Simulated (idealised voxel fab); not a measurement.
process module | voxel transistor to metal
cross-section cut | 180 nm wide | cells 5 nm
A cross-section is a grid of square cells, given in bands from the top down. A band is one or more rows of cells.
Each band's line starts with the height of the band's top and of its bottom, in nm. Then come its materials from left to right, each with its width in nm. One material with "throughout" fills the band from edge to edge. "air" is empty space.
Height 0 is the level under which the wafer as received is all one material. The lowest band goes on downwards, as in "0 down".
A width such as "30 to 40" changes by the same amount from each row of cells to the next, from the band's top row to its bottom row.
"no change" after a step means that no cell of the cross-section changed.
closed voids: empty space of 8 cells or more with no open way to the top, each as width x height at its distance from the left edge, in nm
after a step's settings: what the simulator itself notes on the step
overlay nm, on a step with a mask: how far to the right of its planned place the mask lay; to the left if negative
Each pair below shows a cross-section before one step and the cross-section after it, down to the lowest band that changed. The line under each pair gives the step between them, with its settings. The pairs can come from different runs of this module on the same starting wafer, so a pair continues from the pair above only where its "before" says so.
before
  55 to 50: TiN 50 | air 10 | TiN 60 | air 10 | TiN 50
  50 to 35: SiO2 45 | TiN 5 | air 10 | TiN 5 | SiO2 50 | TiN 5 | air 10 | TiN 5 | SiO2 45
  35 to 25: SiO2 45 | TiN 5 | air 10 | TiN 5 | SiO2 5 | SiN 10 | SiCN 20 | SiN 10 | SiO2 5 | TiN 5 | air 10 | TiN 5 | SiO2 45
  25 to 10: SiO2 45 | TiN 5 | air 10 | TiN 5 | SiO2 5 | SiN 10 | polySi 20 | SiN 10 | SiO2 5 | TiN 5 | air 10 | TiN 5 | SiO2 45
  10 to 5: SiO2 45 | TiN 5 | air 5 | TiN 10 | SiO2 5 | SiN 10 | polySi 20 | SiN 10 | SiO2 5 | TiN 10 | air 5 | TiN 5 | SiO2 45
  5 to 0: SiO2 35 | SiN 10 | TiN 15 | nSi 10 | SiN 10 | polySi 20 | SiN 10 | nSi 10 | TiN 15 | SiN 10 | SiO2 35
  0 to -5: SiO2 35 | SiN 10 | nSi 25 | SiO2 40 | nSi 25 | SiN 10 | SiO2 35
  -5 to -10: SiO2 50 | nSi 20 | Si 40 | nSi 20 | SiO2 50
  -10 to -15: SiO2 45 | Si 5 | nSi 20 | Si 40 | nSi 20 | Si 5 | SiO2 45
  -15 to -25: SiO2 45 | Si 90 | SiO2 45
  -25 down: Si throughout
  closed voids: none
after
  60 to 55: W throughout
  55 to 50: TiN 50 | W 10 | TiN 60 | W 10 | TiN 50
  50 to 35: SiO2 45 | TiN 5 | W 10 | TiN 5 | SiO2 50 | TiN 5 | W 10 | TiN 5 | SiO2 45
  35 to 25: SiO2 45 | TiN 5 | W 10 | TiN 5 | SiO2 5 | SiN 10 | SiCN 20 | SiN 10 | SiO2 5 | TiN 5 | W 10 | TiN 5 | SiO2 45
  25 to 10: SiO2 45 | TiN 5 | W 10 | TiN 5 | SiO2 5 | SiN 10 | polySi 20 | SiN 10 | SiO2 5 | TiN 5 | W 10 | TiN 5 | SiO2 45
  10 to 5: SiO2 45 | TiN 5 | W 5 | TiN 10 | SiO2 5 | SiN 10 | polySi 20 | SiN 10 | SiO2 5 | TiN 10 | W 5 | TiN 5 | SiO2 45
  below 5: unchanged
  closed voids: none
the step between: op FILL_DEP | material W | thk nm 5
before: the cross-section after the pair above
after
  50 to 35: SiO2 45 | TiN 5 | W 10 | TiN 5 | SiO2 50 | TiN 5 | W 10 | TiN 5 | SiO2 45
  below 35: unchanged
  closed voids: none
the step between: op CMP | height nm 50
before: the cross-section after the pair above
after
  55 to 50: TiN throughout
  below 50: unchanged
  closed voids: none
the step between: op DIRECTIONAL_DEP | material TiN | thk nm 5
before: the cross-section after the pair above
after
  75 to 55: Ru throughout
  below 55: unchanged
  closed voids: none
the step between: op DIRECTIONAL_DEP | material Ru | thk nm 20
before: the cross-section after the pair above
after
  75 to 55: air 45 | Ru 20 | air 50 | Ru 20 | air 45
  below 55: unchanged
  closed voids: none
the step between: op MASKED_ETCH | tone cover | mask id METAL_1 | width nm 20 | pitch nm 70 | etch materials Ru | depth nm 20 | overlay nm 0
before: the cross-section after the pair above
after
  75 to 55: air 45 | Ru 20 | air 50 | Ru 20 | air 45
  55 to 50: air 45 | TiN 20 | air 50 | TiN 20 | air 45
  below 50: unchanged
  closed voids: none
the step between: op MASKED_ETCH | tone cover | mask id METAL_1 | width nm 20 | pitch nm 70 | etch materials TiN | depth nm 5 | overlay nm 0
before: the cross-section after the pair above
after
  85 to 75: lowk throughout
  75 to 55: lowk 45 | Ru 20 | lowk 50 | Ru 20 | lowk 45
  55 to 50: lowk 45 | TiN 20 | lowk 50 | TiN 20 | lowk 45
  below 50: unchanged
  closed voids: none
the step between: op FILL_DEP | material lowk | thk nm 10
before: the cross-section after the pair above
after
  75 to 55: lowk 45 | Ru 20 | lowk 50 | Ru 20 | lowk 45
  below 55: unchanged
  closed voids: none
the step between: op CMP | height nm 75
before: the cross-section after the pair above
after
  80 to 75: SiCN throughout
  below 75: unchanged
  closed voids: none
the step between: op CONFORMAL_DEP | material SiCN | thk nm 5
before: the cross-section after the pair above
after
  110 to 80: lowk throughout
  below 80: unchanged
  closed voids: none
the step between: op DIRECTIONAL_DEP | material lowk | thk nm 30
before: the cross-section after the pair above
after
  120 to 110: aC throughout
  below 110: unchanged
  closed voids: none
the step between: op DIRECTIONAL_DEP | material aC | thk nm 10
before: the cross-section after the pair above
after
  150 to 120: resist 45 | air 15 | resist 55 | air 15 | resist 50
  below 120: unchanged
  closed voids: none
the step between: op PATTERN | tone open | mask id METAL_2_HOLES | material resist | width nm 15 | pitch nm 70 | thk nm 30 | overlay nm 0
before: the cross-section after the pair above
after
  140 to 120: resist 45 | air 15 | resist 55 | air 15 | resist 50
  120 to 110: aC 45 | air 15 | aC 55 | air 15 | aC 50
  below 110: unchanged
  closed voids: none
the step between: op DIRECTIONAL_ETCH | etch materials aC | depth nm 10
before: the cross-section after the pair above
after
  120 to 110: aC 45 | air 15 | aC 55 | air 15 | aC 50
  below 110: unchanged
  closed voids: none
the step between: op STRIP | etch materials resist
before: the cross-section after the pair above
after
  120 to 110: aC 45 | air 15 | aC 55 | air 15 | aC 50
  110 to 80: lowk 45 | air 15 | lowk 55 | air 15 | lowk 50
  below 80: unchanged
  closed voids: none
the step between: op DIRECTIONAL_ETCH | etch materials lowk | depth nm 30
before: the cross-section after the pair above
after
  110 to 80: lowk 45 | air 15 | lowk 55 | air 15 | lowk 50
  below 80: unchanged
  closed voids: none
the step between: op STRIP | etch materials aC
before: the cross-section after the pair above
after
  130 to 110: resist 45 | air 20 | resist 50 | air 20 | resist 45
  below 110: unchanged
  closed voids: none
the step between: op PATTERN | tone open | mask id METAL_2 | material resist | width nm 20 | pitch nm 70 | thk nm 20 | overlay nm 0
before: the cross-section after the pair above
after
  130 to 110: resist 45 | air 20 | resist 50 | air 20 | resist 45
  110 to 95: lowk 45 | air 20 | lowk 50 | air 20 | lowk 45
  below 95: unchanged
  closed voids: none
the step between: op DIRECTIONAL_ETCH | etch materials lowk | depth nm 15
before: the cross-section after the pair above
after
  130 to 110: resist 45 | air 20 | resist 50 | air 20 | resist 45
  110 to 95: lowk 45 | air 20 | lowk 50 | air 20 | lowk 45
  95 to 80: lowk 45 | air 15 | lowk 55 | air 15 | lowk 50
  80 to 75: SiCN 45 | air 15 | SiCN 55 | air 15 | SiCN 50
  below 75: unchanged
  closed voids: none
the step between: op DIRECTIONAL_ETCH | etch materials SiCN | depth nm 5
before: the cross-section after the pair above
after
  110 to 95: lowk 45 | air 20 | lowk 50 | air 20 | lowk 45
  below 95: unchanged
  closed voids: none
the step between: op STRIP | etch materials resist
before: the cross-section after the pair above
after
  115 to 110: TiN 50 | air 10 | TiN 60 | air 10 | TiN 50
  110 to 100: lowk 45 | TiN 5 | air 10 | TiN 5 | lowk 50 | TiN 5 | air 10 | TiN 5 | lowk 45
  100 to 95: lowk 45 | TiN 5 | air 5 | TiN 10 | lowk 50 | TiN 5 | air 5 | TiN 10 | lowk 45
  95 to 80: lowk 45 | TiN 5 | air 5 | TiN 5 | lowk 55 | TiN 5 | air 5 | TiN 5 | lowk 50
  80 to 75: SiCN 45 | TiN 15 | SiCN 55 | TiN 15 | SiCN 50
  below 75: unchanged
  closed voids: none
the step between: op CONFORMAL_DEP | material TiN | thk nm 5
before: the cross-section after the pair above
after
  120 to 115: Ru throughout
  115 to 110: TiN 50 | Ru 10 | TiN 60 | Ru 10 | TiN 50
  110 to 100: lowk 45 | TiN 5 | Ru 10 | TiN 5 | lowk 50 | TiN 5 | Ru 10 | TiN 5 | lowk 45
  100 to 95: lowk 45 | TiN 5 | Ru 5 | TiN 10 | lowk 50 | TiN 5 | Ru 5 | TiN 10 | lowk 45
  95 to 80: lowk 45 | TiN 5 | Ru 5 | TiN 5 | lowk 55 | TiN 5 | Ru 5 | TiN 5 | lowk 50
  below 80: unchanged
  closed voids: none
the step between: op FILL_DEP | material Ru | thk nm 5
before: the cross-section after the pair above
after
  110 to 100: lowk 45 | TiN 5 | Ru 10 | TiN 5 | lowk 50 | TiN 5 | Ru 10 | TiN 5 | lowk 45
  below 100: unchanged
  closed voids: none
the step between: op CMP | height nm 110
before: the cross-section after the pair above
after
  115 to 110: SiN throughout
  below 110: unchanged
  closed voids: none
the step between: op CONFORMAL_DEP | material SiN | thk nm 5
before
  110 to 80: lowk throughout
  80 to 75: SiCN throughout
  75 to 55: lowk 45 | Ru 20 | lowk 50 | Ru 20 | lowk 45
  55 to 50: lowk 45 | TiN 20 | lowk 50 | TiN 20 | lowk 45
  50 to 35: SiO2 45 | TiN 5 | W 10 | TiN 5 | SiO2 50 | TiN 5 | W 10 | TiN 5 | SiO2 45
  35 to 25: SiO2 45 | TiN 5 | W 10 | TiN 5 | SiO2 5 | SiN 10 | SiCN 20 | SiN 10 | SiO2 5 | TiN 5 | W 10 | TiN 5 | SiO2 45
  25 to 10: SiO2 45 | TiN 5 | W 10 | TiN 5 | SiO2 5 | SiN 10 | polySi 20 | SiN 10 | SiO2 5 | TiN 5 | W 10 | TiN 5 | SiO2 45
  10 to 5: SiO2 45 | TiN 5 | W 5 | TiN 10 | SiO2 5 | SiN 10 | polySi 20 | SiN 10 | SiO2 5 | TiN 10 | W 5 | TiN 5 | SiO2 45
  5 to 0: SiO2 35 | SiN 10 | TiN 5 | W 5 | TiN 5 | nSi 10 | SiN 10 | polySi 20 | SiN 10 | nSi 10 | TiN 5 | W 5 | TiN 5 | SiN 10 | SiO2 35
  0 to -5: SiO2 45 | TiN 15 | nSi 10 | SiO2 40 | nSi 10 | TiN 15 | SiO2 45
  -5 to -15: SiO2 45 | nSi 25 | Si 40 | nSi 25 | SiO2 45
  -15 to -25: SiO2 45 | Si 90 | SiO2 45
  -25 down: Si throughout
  closed voids: none
after
  140 to 80: lowk throughout
  below 80: unchanged
  closed voids: none
the step between: op DIRECTIONAL_DEP | material lowk | thk nm 30
before: the cross-section after the pair above
after
  150 to 140: aC throughout
  below 140: unchanged
  closed voids: none
the step between: op DIRECTIONAL_DEP | material aC | thk nm 10
before: the cross-section after the pair above
after
  180 to 150: resist 45 | air 15 | resist 55 | air 15 | resist 50
  below 150: unchanged
  closed voids: none
the step between: op PATTERN | tone open | mask id METAL_2_HOLES | material resist | width nm 15 | pitch nm 70 | thk nm 30 | overlay nm 0
before: the cross-section after the pair above
after
  170 to 150: resist 45 | air 15 | resist 55 | air 15 | resist 50
  150 to 140: aC 45 | air 15 | aC 55 | air 15 | aC 50
  below 140: unchanged
  closed voids: none
the step between: op DIRECTIONAL_ETCH | etch materials aC | depth nm 10
before: the cross-section after the pair above
after
  150 to 140: aC 45 | air 15 | aC 55 | air 15 | aC 50
  below 140: unchanged
  closed voids: none
the step between: op STRIP | etch materials resist
before: the cross-section after the pair above
after
  150 to 140: aC 45 | air 15 | aC 55 | air 15 | aC 50
  140 to 110: lowk 45 | air 15 | lowk 55 | air 15 | lowk 50
  below 110: unchanged
  closed voids: none
the step between: op DIRECTIONAL_ETCH | etch materials lowk | depth nm 30
before: the cross-section after the pair above
after
  140 to 110: lowk 45 | air 15 | lowk 55 | air 15 | lowk 50
  below 110: unchanged
  closed voids: none
the step between: op STRIP | etch materials aC
before: the cross-section after the pair above
after
  160 to 140: resist 45 | air 20 | resist 50 | air 20 | resist 45
  below 140: unchanged
  closed voids: none
the step between: op PATTERN | tone open | mask id METAL_2 | material resist | width nm 20 | pitch nm 70 | thk nm 20 | overlay nm 0
before: the cross-section after the pair above
after
  160 to 140: resist 45 | air 20 | resist 50 | air 20 | resist 45
  140 to 125: lowk 45 | air 20 | lowk 50 | air 20 | lowk 45
  125 to 95: lowk 45 | air 15 | lowk 55 | air 15 | lowk 50
  below 95: unchanged
  closed voids: none
the step between: op DIRECTIONAL_ETCH | etch materials lowk | depth nm 15
before: the cross-section after the pair above
after
  140 to 125: lowk 45 | air 20 | lowk 50 | air 20 | lowk 45
  below 125: unchanged
  closed voids: none
the step between: op STRIP | etch materials resist
before: the cross-section after the pair above
after
  145 to 140: TiN 50 | air 10 | TiN 60 | air 10 | TiN 50
  140 to 130: lowk 45 | TiN 5 | air 10 | TiN 5 | lowk 50 | TiN 5 | air 10 | TiN 5 | lowk 45
  130 to 125: lowk 45 | TiN 5 | air 5 | TiN 10 | lowk 50 | TiN 5 | air 5 | TiN 10 | lowk 45
  125 to 100: lowk 45 | TiN 5 | air 5 | TiN 5 | lowk 55 | TiN 5 | air 5 | TiN 5 | lowk 50
  100 to 95: lowk 45 | TiN 15 | lowk 55 | TiN 15 | lowk 50
  below 95: unchanged
  closed voids: none
the step between: op CONFORMAL_DEP | material TiN | thk nm 5
before: the cross-section after the pair above
after
  150 to 145: Ru throughout
  145 to 140: TiN 50 | Ru 10 | TiN 60 | Ru 10 | TiN 50
  140 to 130: lowk 45 | TiN 5 | Ru 10 | TiN 5 | lowk 50 | TiN 5 | Ru 10 | TiN 5 | lowk 45
  130 to 125: lowk 45 | TiN 5 | Ru 5 | TiN 10 | lowk 50 | TiN 5 | Ru 5 | TiN 10 | lowk 45
  125 to 100: lowk 45 | TiN 5 | Ru 5 | TiN 5 | lowk 55 | TiN 5 | Ru 5 | TiN 5 | lowk 50
  below 100: unchanged
  closed voids: none
the step between: op FILL_DEP | material Ru | thk nm 5
before: the cross-section after the pair above
after
  110 to 100: lowk 45 | TiN 5 | Ru 5 | TiN 5 | lowk 55 | TiN 5 | Ru 5 | TiN 5 | lowk 50
  below 100: unchanged
  closed voids: none
the step between: op CMP | height nm 110
before: the cross-section after the pair above
after
  115 to 110: SiN throughout
  below 110: unchanged
  closed voids: none
the step between: op CONFORMAL_DEP | material SiN | thk nm 5
before
  20 to 5: SiO2 40 | SiN 100 | SiO2 40
  5 to 0: SiO2 throughout
  0 to -25: SiO2 45 | Si 90 | SiO2 45
  -25 down: Si throughout
  closed voids: none
after
  20 to 5: SiO2 40 | air 100 | SiO2 40
  below 5: unchanged
  closed voids: none
the step between: op STRIP | etch materials SiN
before: the cross-section after the pair above
after
  10 to 0: SiO2 30 | air 120 | SiO2 30
  0 to -5: SiO2 30 | air 15 | Si 90 | air 15 | SiO2 30
  below -5: unchanged
  closed voids: none
the step between: op SELECTIVE_ETCH | etch materials SiO2 | depth nm 10
before: the cross-section after the pair above
after
  5 to 0: SiO2 25 | air 130 | SiO2 25
  0 to -10: SiO2 25 | air 20 | Si 90 | air 20 | SiO2 25
  below -10: unchanged
  closed voids: none
the step between: op SELECTIVE_ETCH | etch materials SiO2 | depth nm 5
before: the cross-section after the pair above
after
  5 to 0: SiO2 25 | air 130 | SiO2 25
  0 to -5: SiO2 25 | air 20 | SiO2 90 | air 20 | SiO2 25
  -5 to -10: SiO2 25 | air 20 | SiO2 5 | Si 80 | SiO2 5 | air 20 | SiO2 25
  -10 to -15: SiO2 50 | Si 80 | SiO2 50
  below -15: unchanged
  closed voids: none
the step between: op OXIDIZE | depth nm 5
before: the cross-section after the pair above
after
  30 to 25: polySi 25 | air 130 | polySi 25
  25 to 15: polySi 25 | air 20 | polySi 90 | air 20 | polySi 25
  15 to 5: polySi throughout
  5 to 0: SiO2 25 | polySi 130 | SiO2 25
  0 to -5: SiO2 25 | polySi 20 | SiO2 90 | polySi 20 | SiO2 25
  -5 to -10: SiO2 25 | polySi 20 | SiO2 5 | Si 80 | SiO2 5 | polySi 20 | SiO2 25
  below -10: unchanged
  closed voids: none
the step between: op DIRECTIONAL_DEP | material polySi | thk nm 25
before: the cross-section after the pair above
after
  40 to 35: SiCN 25 | air 130 | SiCN 25
  35 to 30: SiCN 25 | air 20 | SiCN 90 | air 20 | SiCN 25
  30 to 25: polySi 25 | air 20 | SiCN 90 | air 20 | polySi 25
  25 to 15: polySi 25 | SiCN 20 | polySi 90 | SiCN 20 | polySi 25
  below 15: unchanged
  closed voids: none
the step between: op DIRECTIONAL_DEP | material SiCN | thk nm 10
before: the cross-section after the pair above
after
  50 to 45: aC 25 | air 130 | aC 25
  45 to 40: aC 25 | air 20 | aC 90 | air 20 | aC 25
  40 to 35: SiCN 25 | air 20 | aC 90 | air 20 | SiCN 25
  35 to 30: SiCN 25 | aC 20 | SiCN 90 | aC 20 | SiCN 25
  30 to 25: polySi 25 | aC 20 | SiCN 90 | aC 20 | polySi 25
  below 25: unchanged
  closed voids: none
the step between: op DIRECTIONAL_DEP | material aC | thk nm 10
before: the cross-section after the pair above
after
  80 to 50: air 80 | resist 20 | air 80
  50 to 45: aC 25 | air 55 | resist 20 | air 55 | aC 25
  below 45: unchanged
  closed voids: none
the step between: op PATTERN | tone cover | mask id GATE | material resist | width nm 20 | thk nm 30 | overlay nm 0
before: the cross-section after the pair above
after
  70 to 45: air 80 | resist 20 | air 80
  45 to 40: air 80 | aC 20 | air 80
  40 to 35: SiCN 25 | air 55 | aC 20 | air 55 | SiCN 25
  35 to 30: SiCN 25 | air 20 | SiCN 90 | air 20 | SiCN 25
  30 to 25: polySi 25 | air 20 | SiCN 90 | air 20 | polySi 25
  below 25: unchanged
  closed voids: none
the step between: op DIRECTIONAL_ETCH | etch materials aC | depth nm 10
before: the cross-section after the pair above
after
  45 to 40: air 80 | aC 20 | air 80
  below 40: unchanged
  closed voids: none
the step between: op STRIP | etch materials resist
before: the cross-section after the pair above
after
  45 to 35: air 80 | aC 20 | air 80
  35 to 30: air 80 | SiCN 20 | air 80
  30 to 25: polySi 25 | air 55 | SiCN 20 | air 55 | polySi 25
  25 to 15: polySi 25 | air 20 | polySi 90 | air 20 | polySi 25
  below 15: unchanged
  closed voids: none
the step between: op DIRECTIONAL_ETCH | etch materials SiCN | depth nm 20
before: the cross-section after the pair above
after
  45 to 35: air 80 | aC 20 | air 80
  35 to 25: air 80 | SiCN 20 | air 80
  25 to 5: air 80 | polySi 20 | air 80
  5 to 0: SiO2 25 | air 55 | polySi 20 | air 55 | SiO2 25
  0 to -5: SiO2 25 | air 20 | SiO2 90 | air 20 | SiO2 25
  -5 to -10: SiO2 25 | air 20 | SiO2 5 | Si 80 | SiO2 5 | air 20 | SiO2 25
  below -10: unchanged
  closed voids: none
the step between: op DIRECTIONAL_ETCH | etch materials polySi | depth nm 35
before: the cross-section after the pair above
after
  35 to 25: air 80 | SiCN 20 | air 80
  below 25: unchanged
  closed voids: none
the step between: op STRIP | etch materials aC
before: the cross-section after the pair above
after
  45 to 35: air 70 | SiN 40 | air 70
  35 to 25: air 70 | SiN 10 | SiCN 20 | SiN 10 | air 70
  25 to 15: air 70 | SiN 10 | polySi 20 | SiN 10 | air 70
  15 to 10: SiN 35 | air 35 | SiN 10 | polySi 20 | SiN 10 | air 35 | SiN 35
  10 to 5: SiN 80 | polySi 20 | SiN 80
  5 to 0: SiO2 25 | SiN 55 | polySi 20 | SiN 55 | SiO2 25
  0 to -5: SiO2 25 | SiN 20 | SiO2 90 | SiN 20 | SiO2 25
  -5 to -10: SiO2 25 | SiN 20 | SiO2 5 | Si 80 | SiO2 5 | SiN 20 | SiO2 25
  below -10: unchanged
  closed voids: none
the step between: op CONFORMAL_DEP | material SiN | thk nm 10
before: the cross-section after the pair above
after
  35 to 25: air 70 | SiN 10 | SiCN 20 | SiN 10 | air 70
  25 to 5: air 70 | SiN 10 | polySi 20 | SiN 10 | air 70
  5 to 0: SiO2 25 | SiN 10 | air 35 | SiN 10 | polySi 20 | SiN 10 | air 35 | SiN 10 | SiO2 25
  below 0: unchanged
  closed voids: none
the step between: op DIRECTIONAL_ETCH | etch materials SiN | depth nm 10
before: the cross-section after the pair above
after
  35 to 25: air 70 | SiN 10 | SiCN 20 | SiN 10 | air 70
  25 to 5: air 70 | SiN 10 | polySi 20 | SiN 10 | air 70
  5 to 0: air 25 | SiN 10 | air 35 | SiN 10 | polySi 20 | SiN 10 | air 35 | SiN 10 | air 25
  0 to -5: SiO2 25 | SiN 20 | air 25 | SiO2 40 | air 25 | SiN 20 | SiO2 25
  below -5: unchanged
  closed voids: none
the step between: op DIRECTIONAL_ETCH | etch materials SiO2 | depth nm 5
before: the cross-section after the pair above
after
  35 to 25: air 70 | SiN 10 | SiCN 20 | SiN 10 | air 70
  25 to 5: air 70 | SiN 10 | polySi 20 | SiN 10 | air 70
  5 to 0: air 25 | SiN 10 | air 35 | SiN 10 | polySi 20 | SiN 10 | air 35 | SiN 10 | air 25
  0 to -5: SiO2 25 | SiN 20 | air 25 | SiO2 40 | air 25 | SiN 20 | SiO2 25
  -5 to -10: SiO2 25 | SiN 20 | SiO2 5 | air 20 | Si 40 | air 20 | SiO2 5 | SiN 20 | SiO2 25
  -10 to -15: SiO2 50 | air 20 | Si 40 | air 20 | SiO2 50
  below -15: unchanged
  closed voids: none
the step between: op DIRECTIONAL_ETCH | etch materials Si | depth nm 10
before: the cross-section after the pair above
after
  35 to 25: air 70 | SiN 10 | SiCN 20 | SiN 10 | air 70
  25 to 5: air 70 | SiN 10 | polySi 20 | SiN 10 | air 70
  5 to 0: air 25 | SiN 10 | air 25 | nSi 10 | SiN 10 | polySi 20 | SiN 10 | nSi 10 | air 25 | SiN 10 | air 25
  0 to -5: SiO2 25 | SiN 20 | air 15 | nSi 10 | SiO2 40 | nSi 10 | air 15 | SiN 20 | SiO2 25
  -5 to -10: SiO2 25 | SiN 20 | SiO2 5 | nSi 20 | Si 40 | nSi 20 | SiO2 5 | SiN 20 | SiO2 25
  -10 to -15: SiO2 50 | nSi 20 | Si 40 | nSi 20 | SiO2 50
  below -15: unchanged
  closed voids: none
the step between: op EPI | material nSi | thk nm 10
before: the cross-section after the pair above
after
  40 to 35: SiO2 throughout
  35 to 25: SiO2 70 | SiN 10 | SiCN 20 | SiN 10 | SiO2 70
  25 to 5: SiO2 70 | SiN 10 | polySi 20 | SiN 10 | SiO2 70
  5 to 0: SiO2 25 | SiN 10 | SiO2 25 | nSi 10 | SiN 10 | polySi 20 | SiN 10 | nSi 10 | SiO2 25 | SiN 10 | SiO2 25
  0 to -5: SiO2 25 | SiN 20 | SiO2 15 | nSi 10 | SiO2 40 | nSi 10 | SiO2 15 | SiN 20 | SiO2 25
  below -5: unchanged
  closed voids: none
the step between: op FILL_DEP | material SiO2 | thk nm 5
before: the cross-section after the pair above
after
  35 to 25: SiO2 70 | SiN 10 | SiCN 20 | SiN 10 | SiO2 70
  below 25: unchanged
  closed voids: none
the step between: op CMP | height nm 35
before: the cross-section after the pair above
after
  50 to 35: SiO2 throughout
  below 35: unchanged
  closed voids: none
the step between: op DIRECTIONAL_DEP | material SiO2 | thk nm 15
before: the cross-section after the pair above
after
  50 to 35: SiO2 45 | air 20 | SiO2 50 | air 20 | SiO2 45
  35 to 25: SiO2 45 | air 20 | SiO2 5 | SiN 10 | SiCN 20 | SiN 10 | SiO2 5 | air 20 | SiO2 45
  25 to 5: SiO2 45 | air 20 | SiO2 5 | SiN 10 | polySi 20 | SiN 10 | SiO2 5 | air 20 | SiO2 45
  5 to 0: SiO2 25 | SiN 10 | SiO2 10 | air 15 | nSi 10 | SiN 10 | polySi 20 | SiN 10 | nSi 10 | air 15 | SiO2 10 | SiN 10 | SiO2 25
  0 to -5: SiO2 25 | SiN 20 | air 15 | nSi 10 | SiO2 40 | nSi 10 | air 15 | SiN 20 | SiO2 25
  below -5: unchanged
  closed voids: none
the step between: op MASKED_ETCH | tone open | mask id CONTACT | width nm 20 | pitch nm 70 | etch materials SiO2 | depth nm 55 | overlay nm 0
before: the cross-section after the pair above
after
  55 to 50: TiN 50 | air 10 | TiN 60 | air 10 | TiN 50
  50 to 35: SiO2 45 | TiN 5 | air 10 | TiN 5 | SiO2 50 | TiN 5 | air 10 | TiN 5 | SiO2 45
  35 to 25: SiO2 45 | TiN 5 | air 10 | TiN 5 | SiO2 5 | SiN 10 | SiCN 20 | SiN 10 | SiO2 5 | TiN 5 | air 10 | TiN 5 | SiO2 45
  25 to 10: SiO2 45 | TiN 5 | air 10 | TiN 5 | SiO2 5 | SiN 10 | polySi 20 | SiN 10 | SiO2 5 | TiN 5 | air 10 | TiN 5 | SiO2 45
  10 to 5: SiO2 45 | TiN 5 | air 5 | TiN 10 | SiO2 5 | SiN 10 | polySi 20 | SiN 10 | SiO2 5 | TiN 10 | air 5 | TiN 5 | SiO2 45
  5 to 0: SiO2 25 | SiN 10 | SiO2 10 | TiN 5 | air 5 | TiN 5 | nSi 10 | SiN 10 | polySi 20 | SiN 10 | nSi 10 | TiN 5 | air 5 | TiN 5 | SiO2 10 | SiN 10 | SiO2 25
  0 to -5: SiO2 25 | SiN 20 | TiN 15 | nSi 10 | SiO2 40 | nSi 10 | TiN 15 | SiN 20 | SiO2 25
  below -5: unchanged
  closed voids: none
the step between: op CONFORMAL_DEP | material TiN | thk nm 5
before: the cross-section after the pair above
after
  60 to 55: W throughout
  55 to 50: TiN 50 | W 10 | TiN 60 | W 10 | TiN 50
  50 to 35: SiO2 45 | TiN 5 | W 10 | TiN 5 | SiO2 50 | TiN 5 | W 10 | TiN 5 | SiO2 45
  35 to 25: SiO2 45 | TiN 5 | W 10 | TiN 5 | SiO2 5 | SiN 10 | SiCN 20 | SiN 10 | SiO2 5 | TiN 5 | W 10 | TiN 5 | SiO2 45
  25 to 10: SiO2 45 | TiN 5 | W 10 | TiN 5 | SiO2 5 | SiN 10 | polySi 20 | SiN 10 | SiO2 5 | TiN 5 | W 10 | TiN 5 | SiO2 45
  10 to 5: SiO2 45 | TiN 5 | W 5 | TiN 10 | SiO2 5 | SiN 10 | polySi 20 | SiN 10 | SiO2 5 | TiN 10 | W 5 | TiN 5 | SiO2 45
  5 to 0: SiO2 25 | SiN 10 | SiO2 10 | TiN 5 | W 5 | TiN 5 | nSi 10 | SiN 10 | polySi 20 | SiN 10 | nSi 10 | TiN 5 | W 5 | TiN 5 | SiO2 10 | SiN 10 | SiO2 25
  below 0: unchanged
  closed voids: none
the step between: op FILL_DEP | material W | thk nm 5
before: the cross-section after the pair above
after
  50 to 35: SiO2 45 | TiN 5 | W 10 | TiN 5 | SiO2 50 | TiN 5 | W 10 | TiN 5 | SiO2 45
  below 35: unchanged
  closed voids: none
the step between: op CMP | height nm 50
before: the cross-section after the pair above
after
  55 to 50: TiN throughout
  below 50: unchanged
  closed voids: none
the step between: op DIRECTIONAL_DEP | material TiN | thk nm 5
before: the cross-section after the pair above
after
  75 to 55: Ru throughout
  below 55: unchanged
  closed voids: none
the step between: op DIRECTIONAL_DEP | material Ru | thk nm 20
before: the cross-section after the pair above
after
  75 to 55: air 45 | Ru 20 | air 50 | Ru 20 | air 45
  below 55: unchanged
  closed voids: none
the step between: op MASKED_ETCH | tone cover | mask id METAL_1 | width nm 20 | pitch nm 70 | etch materials Ru | depth nm 20 | overlay nm 0
before: the cross-section after the pair above
after
  75 to 55: air 45 | Ru 20 | air 50 | Ru 20 | air 45
  55 to 50: air 45 | TiN 20 | air 50 | TiN 20 | air 45
  below 50: unchanged
  closed voids: none
the step between: op MASKED_ETCH | tone cover | mask id METAL_1 | width nm 20 | pitch nm 70 | etch materials TiN | depth nm 5 | overlay nm 0
before: the cross-section after the pair above
after
  85 to 75: lowk throughout
  75 to 55: lowk 45 | Ru 20 | lowk 50 | Ru 20 | lowk 45
  55 to 50: lowk 45 | TiN 20 | lowk 50 | TiN 20 | lowk 45
  below 50: unchanged
  closed voids: none
the step between: op FILL_DEP | material lowk | thk nm 10
before: the cross-section after the pair above
after
  75 to 55: lowk 45 | Ru 20 | lowk 50 | Ru 20 | lowk 45
  below 55: unchanged
  closed voids: none
the step between: op CMP | height nm 75
before: the cross-section after the pair above
after
  80 to 75: SiCN throughout
  below 75: unchanged
  closed voids: none
the step between: op CONFORMAL_DEP | material SiCN | thk nm 5
before: the cross-section after the pair above
after
  110 to 80: lowk throughout
  below 80: unchanged
  closed voids: none
the step between: op DIRECTIONAL_DEP | material lowk | thk nm 30
before: the cross-section after the pair above
after
  120 to 110: aC throughout
  below 110: unchanged
  closed voids: none
the step between: op DIRECTIONAL_DEP | material aC | thk nm 10
before: the cross-section after the pair above
after
  150 to 120: resist 45 | air 15 | resist 55 | air 15 | resist 50
  below 120: unchanged
  closed voids: none
the step between: op PATTERN | tone open | mask id METAL_2_HOLES | material resist | width nm 15 | pitch nm 70 | thk nm 30 | overlay nm 0
before: the cross-section after the pair above
after
  140 to 120: resist 45 | air 15 | resist 55 | air 15 | resist 50
  120 to 110: aC 45 | air 15 | aC 55 | air 15 | aC 50
  below 110: unchanged
  closed voids: none
the step between: op DIRECTIONAL_ETCH | etch materials aC | depth nm 10
before: the cross-section after the pair above
after
  120 to 110: aC 45 | air 15 | aC 55 | air 15 | aC 50
  below 110: unchanged
  closed voids: none
the step between: op STRIP | etch materials resist
before: the cross-section after the pair above
after
  120 to 110: aC 45 | air 15 | aC 55 | air 15 | aC 50
  110 to 80: lowk 45 | air 15 | lowk 55 | air 15 | lowk 50
  below 80: unchanged
  closed voids: none
the step between: op DIRECTIONAL_ETCH | etch materials lowk | depth nm 30
before: the cross-section after the pair above
after
  110 to 80: lowk 45 | air 15 | lowk 55 | air 15 | lowk 50
  below 80: unchanged
  closed voids: none
the step between: op STRIP | etch materials aC
before: the cross-section after the pair above
after
  130 to 110: resist 45 | air 20 | resist 50 | air 20 | resist 45
  below 110: unchanged
  closed voids: none
the step between: op PATTERN | tone open | mask id METAL_2 | material resist | width nm 20 | pitch nm 70 | thk nm 20 | overlay nm 0
